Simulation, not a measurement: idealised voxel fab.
Documented hereafter: the process module known as voxel ribs on slabs.
Xsec cut, 195 nm wide, square cell size 5 nm.
For the purposes of this document, a cross-section shall be understood as a grid of square cells, specified as bands listed in top-to-bottom order, each band consisting of one or more rows of cells. Per band: top height and bottom height in nm, followed by the left-to-right materials and their widths in nm; "everywhere" marks a single material spanning edge to edge, "air" marks empty space. Convention: height 0 is the level below which the wafer, as received, is all one material. The lowest band does not terminate at the bottom but continues downward, represented as "0..down". It should be noted that a width expressed as "30 to 40" varies in equal increments from row to row of cells within the band, taking the value of the first number at the top row and that of the second number at the bottom row. Basically "everything unchanged" means that step didn't change any cell in the cross-section. "Closed cavities": sealed empty spaces, 8 cells or more, no open way to top, listed width x height at distance, with distance from the left edge and width, height and distance in nm. Anything after a step's settings on that line? It's the simulator's own note about the step. The optional step-line setting "overlay nm" applies to steps with a mask and quantifies how far to the right of its planned location the mask lay, a negative value indicating leftward placement.
# Here's what the planned process steps look like
1) RECEIVE [material Si]
2) DIRECTIONAL_DEP [material SiO2] [thk nm 25]
3) DIRECTIONAL_DEP [material polySi] [thk nm 20]
4) MASKED_ETCH [tone cover] [mask id RIB] [width nm 15] [etch materials polySi] [depth nm 15] [overlay nm 0]
5) DIRECTIONAL_DEP [material aC] [thk nm 5]
6) PATTERN [tone cover] [mask id SLAB] [material resist] [width nm 65] [thk nm 35] [overlay nm 0]
7) DIRECTIONAL_ETCH [etch materials aC] [depth nm 15]
8) STRIP [etch materials resist]
9) DIRECTIONAL_ETCH [etch materials polySi] [depth nm 5]
10) STRIP [etch materials aC]
11) FILL_DEP [material SiO2] [thk nm 20]
12) CMP [height nm 55]
13) DIRECTIONAL_DEP [material TiN] [thk nm 5]
14) PATTERN [tone cover] [mask id HEATER] [material resist] [width nm 25] [thk nm 20] [overlay nm 0]
15) DIRECTIONAL_ETCH [etch materials TiN] [depth nm 5]
16) STRIP [etch materials resist]
17) CONFORMAL_DEP [material SiN] [thk nm 5]
The plan's step 5 thk nm is the first wafer's value; the wafers differ in this setting and start identical.
# The first of several wafers as received, shown in cross-section; this is its state after step 1
- 0..down | Si everywhere
- Closed cavities: none
# each wafer at the end: cells of each material gained (+) or lost (-) since it was received, then its closed voids
thk nm 5; +41 SiN; +407 SiO2; +5 TiN; +22 polySi; Closed cavities: none
thk nm 10; +41 SiN; +407 SiO2; +5 TiN; +22 polySi; Closed cavities: none
thk nm 15; +41 SiN; +407 SiO2; +5 TiN; +22 polySi; Closed cavities: none
thk nm 20; +41 SiN; +381 SiO2; +5 TiN; +48 polySi; Closed cavities: none
thk nm 25; +41 SiN; +381 SiO2; +5 TiN; +48 polySi; Closed cavities: none
thk nm 30; +41 SiN; +381 SiO2; +5 TiN; +48 polySi; Closed cavities: none
